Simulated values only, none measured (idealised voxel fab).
Title: Process Module voxel fin reveal
The width of the displayed cross-section, cut, is 295 nm; its cells are square, with a size of 5 nm.
Think of the cross-section as a grid of square cells. We describe it in bands, top to bottom, and each band covers one or more rows of those cells. In this notation a band is specified by the heights of its top and bottom, in that order and in nm, after which its materials appear from left to right, each paired with its width in nm. The word "everywhere" attached to a single material means that material fills the band from edge to edge; the word "blank" stands for empty space. Heights are expressed relative to 0, this being the level below which the as-received wafer comprises one material exclusively. The lowest band is unbounded in the downward direction and is denoted as in "z 0 and below". Read "30..40" as a graded width: first number on top, second number at the bottom, same change between each pair of neighbouring rows. Reading "no change occurred" for a step: not a cell of the cross-section changed in it. Enclosed voids (no open way to top), threshold 8 cells or more, entry "Closed-off voids", notation width x height at distance, distance from left edge, nm. It should be noted that, on the line of a given step, the content following the step's settings is a remark produced by the simulator itself with respect to that step. If you see "overlay nm" on a step's line and that step has a mask, it's telling you how far right of where it was planned the mask ended up; a negative number means it went left instead.

# Here's what the planned process steps look like
1: RECEIVE: material Si
2: CONFORMAL_DEP: material SiN, thk nm 10
3: MASKED_ETCH: tone cover, mask id FINS, width nm 15, pitch nm 40, etch materials SiN, depth nm 10, overlay nm 0
4: MASKED_ETCH: tone cover, mask id FINS, width nm 15, pitch nm 40, etch materials Si, depth nm 30, overlay nm 0
5: FILL_DEP: material SiO2, thk nm 5
6: CMP: height nm 10
7: SELECTIVE_ETCH: etch materials SiO2, depth nm 30
8: STRIP: etch materials SiN
9: CONFORMAL_DEP: material HfO2, thk nm 5

# The cross-section here shows the wafer as received, i.e. in its state after step 1
> z 0 and below: Si everywhere
> Closed-off voids: none

# One mistake in running the module, otherwise start and plan as above: cross-section at the end
> z 0 to -20: blank 100 nm / Si 15 nm / blank 25 nm / Si 15 nm / blank 25 nm / Si 15 nm / blank 100 nm
> z -20 to -30: SiO2 100 nm / Si 15 nm / SiO2 25 nm / Si 15 nm / SiO2 25 nm / Si 15 nm / SiO2 100 nm
> z -30 and below: Si everywhere
> Closed-off voids: none
The plan and the run diverged here: the plan's step 9 went unexecuted, having been skipped
